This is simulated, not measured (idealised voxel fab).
You're looking at the process module voxel wiring stack.
Cross-section cut: width 280 nm, square cells of 5 nm.
A cross-section is written here as square cells arranged in a grid, and it is given in bands from the top down, each band taking up one or more rows of cells. What a band's entry tells you: where the top is and where the bottom is, as heights in nm, and after that what lies inside, material by material from left to right, each with its width in nm. Empty space is written as the word "air", and a single material marked with the word "everywhere" occupies the band from edge to edge. Heights are reckoned from 0. Under this level, the received wafer is all of one material. The bottommost band is open-ended downward, for example "0..down". Read "30 to 40" as a graded width: first number on top, second number at the bottom, same change between each pair of neighbouring rows. The designation "same as before", where it is given for a processing step, indicates that no cell of the cross-section was altered in the course of that step. Any empty space of 8 cells or more lacking an open way to the top shows up in "Enclosed empty spaces" as width x height at distance, distance from the left edge, in nm. On a step's line, text after the settings is the simulator commenting on that step. The line of a step may include "overlay nm". On a step with a mask, this value is how far to the right of its planned place the mask lay. A negative value means the mask lay to the left.
Steps planned for the process:
1) RECEIVE with material Si
2) CONFORMAL_DEP with material SiO2, thk nm 10
3) CONFORMAL_DEP with material SiN, thk nm 5
4) DIRECTIONAL_DEP with material lowk, thk nm 25
5) PATTERN with tone open, mask id METAL_1, material resist, width nm 30, pitch nm 60, thk nm 15, overlay nm 0
6) DIRECTIONAL_ETCH with etch materials lowk, depth nm 25
7) DIRECTIONAL_ETCH with etch materials SiN, depth nm 5
8) STRIP with etch materials resist
9) CONFORMAL_DEP with material TiN, thk nm 5
10) FILL_DEP with material W, thk nm 5
11) CMP with height nm 40
12) CONFORMAL_DEP with material SiCN, thk nm 5
13) DIRECTIONAL_DEP with material lowk, thk nm 20
14) DIRECTIONAL_DEP with material aC, thk nm 15
15) PATTERN with tone open, mask id PLUG_1, material resist, width nm 15, pitch nm 120, thk nm 30, overlay nm 0
16) DIRECTIONAL_ETCH with etch materials aC, depth nm 15
17) STRIP with etch materials resist
18) DIRECTIONAL_ETCH with etch materials lowk, depth nm 20
19) DIRECTIONAL_ETCH with etch materials SiCN, depth nm 5
20) STRIP with etch materials aC
21) EPI with material Ru, thk nm 10
22) EPI with material Ru, thk nm 10
23) EPI with material Ru, thk nm 5
24) CONFORMAL_DEP with material SiCN, thk nm 5
25) DIRECTIONAL_DEP with material lowk, thk nm 25
26) MASKED_ETCH with tone open, mask id METAL_2, width nm 30, pitch nm 60, etch materials lowk, depth nm 25, overlay nm 0
27) MASKED_ETCH with tone open, mask id METAL_2, width nm 30, pitch nm 60, etch materials SiCN, depth nm 5, overlay nm 0
28) CONFORMAL_DEP with material TiN, thk nm 5
29) FILL_DEP with material Cu, thk nm 10
30) CMP with height nm 95
31) CONFORMAL_DEP with material SiCN, thk nm 5
32) DIRECTIONAL_DEP with material SiO2, thk nm 35
33) DIRECTIONAL_DEP with material aC, thk nm 10
34) PATTERN with tone open, mask id METAL_3, material resist, width nm 30, pitch nm 60, thk nm 30, overlay nm 0
35) DIRECTIONAL_ETCH with etch materials aC, depth nm 10
36) STRIP with etch materials resist
37) DIRECTIONAL_ETCH with etch materials SiO2, depth nm 20
38) STRIP with etch materials aC
39) PATTERN with tone open, mask id METAL_3_HOLES, material resist, width nm 15, pitch nm 120, thk nm 15, overlay nm 0
40) DIRECTIONAL_ETCH with etch materials SiO2, depth nm 15
41) DIRECTIONAL_ETCH with etch materials SiCN, depth nm 5
42) STRIP with etch materials resist
43) CONFORMAL_DEP with material TiN, thk nm 5
44) FILL_DEP with material Cu, thk nm 10
45) CMP with height nm 135
46) CONFORMAL_DEP with material SiN, thk nm 5
Cross-sectional view of the wafer in its as-received condition, corresponding to the state after step 1:
> 0..down: Si everywhere
> Enclosed empty spaces: none
Cross-sectional view of the first of the two wafers upon completion of the module, processed in accordance with the plan:
> 140..135: SiN everywhere
> 135..120: SiO2=65, then TiN=5, then Cu=20, then TiN=5, then SiO2=30, then TiN=5, then Cu=20, then TiN=5, then SiO2=30, then TiN=5, then Cu=20, then TiN=5, then SiO2=65
> 120..115: SiO2=65, then TiN=5, then Cu=5, then TiN=20, then SiO2=30, then TiN=30, then SiO2=30, then TiN=5, then Cu=5, then TiN=20, then SiO2=65
> 115..100: SiO2=65, then TiN=5, then Cu=5, then TiN=5, then SiO2=105, then TiN=5, then Cu=5, then TiN=5, then SiO2=80
> 100..95: SiCN=65, then TiN=15, then SiCN=105, then TiN=15, then SiCN=80
> 95..70: lowk=65, then TiN=5, then Cu=20, then TiN=5, then lowk=30, then TiN=5, then Cu=20, then TiN=5, then lowk=30, then TiN=5, then Cu=20, then TiN=5, then lowk=65
> 70..65: SiCN=65, then TiN=30, then SiCN=30, then TiN=30, then SiCN=30, then TiN=30, then SiCN=65
> 65..45: lowk=65, then Ru=15, then lowk=105, then Ru=15, then lowk=80
> 45..40: SiCN=65, then Ru=15, then SiCN=105, then Ru=15, then SiCN=80
> 40..15: lowk=65, then TiN=5, then W=20, then TiN=5, then lowk=30, then TiN=5, then W=20, then TiN=5, then lowk=30, then TiN=5, then W=20, then TiN=5, then lowk=65
> 15..10: SiN=65, then TiN=30, then SiN=30, then TiN=30, then SiN=30, then TiN=30, then SiN=65
> 10..0: SiO2 everywhere
> 0..down: Si everywhere
> Enclosed empty spaces: none
second wafer at the end: like start, like plan, one mistake:
> 140..135: SiN everywhere
> 135..120: SiO2=65, then TiN=5, then Cu=20, then TiN=5, then SiO2=30, then TiN=5, then Cu=20, then TiN=5, then SiO2=30, then TiN=5, then Cu=20, then TiN=5, then SiO2=65
> 120..115: SiO2=65, then TiN=5, then Cu=5, then TiN=20, then SiO2=30, then TiN=30, then SiO2=30, then TiN=5, then Cu=5, then TiN=20, then SiO2=65
> 115..100: SiO2=65, then TiN=5, then Cu=5, then TiN=5, then SiO2=105, then TiN=5, then Cu=5, then TiN=5, then SiO2=80
> 100..95: SiCN=65, then TiN=15, then SiCN=105, then TiN=15, then SiCN=80
> 95..90: lowk=65, then TiN=5, then Cu=20, then TiN=5, then lowk=30, then TiN=5, then Cu=20, then TiN=5, then lowk=30, then TiN=5, then Cu=20, then TiN=5, then lowk=65
> 90..85: SiCN=65, then TiN=30, then SiCN=30, then TiN=30, then SiCN=30, then TiN=30, then SiCN=65
> 85..65: lowk=65, then SiCN=5, then TiN=5, then SiCN=5, then lowk=105, then SiCN=5, then TiN=5, then SiCN=5, then lowk=80
> 65..45: lowk everywhere
> 45..40: SiCN everywhere
> 40..15: lowk=65, then TiN=5, then W=20, then TiN=5, then lowk=30, then TiN=5, then W=20, then TiN=5, then lowk=30, then TiN=5, then W=20, then TiN=5, then lowk=65
> 15..10: SiN=65, then TiN=30, then SiN=30, then TiN=30, then SiN=30, then TiN=30, then SiN=65
> 10..0: SiO2 everywhere
> 0..down: Si everywhere
> Enclosed empty spaces: none
Error vs. plan: the plan's step 13 ran twice
End check, counted in cells, second wafer has more or fewer of these materials than the first: -48 Cu | -30 Ru | +22 SiCN | -16 TiN | +72 lowk
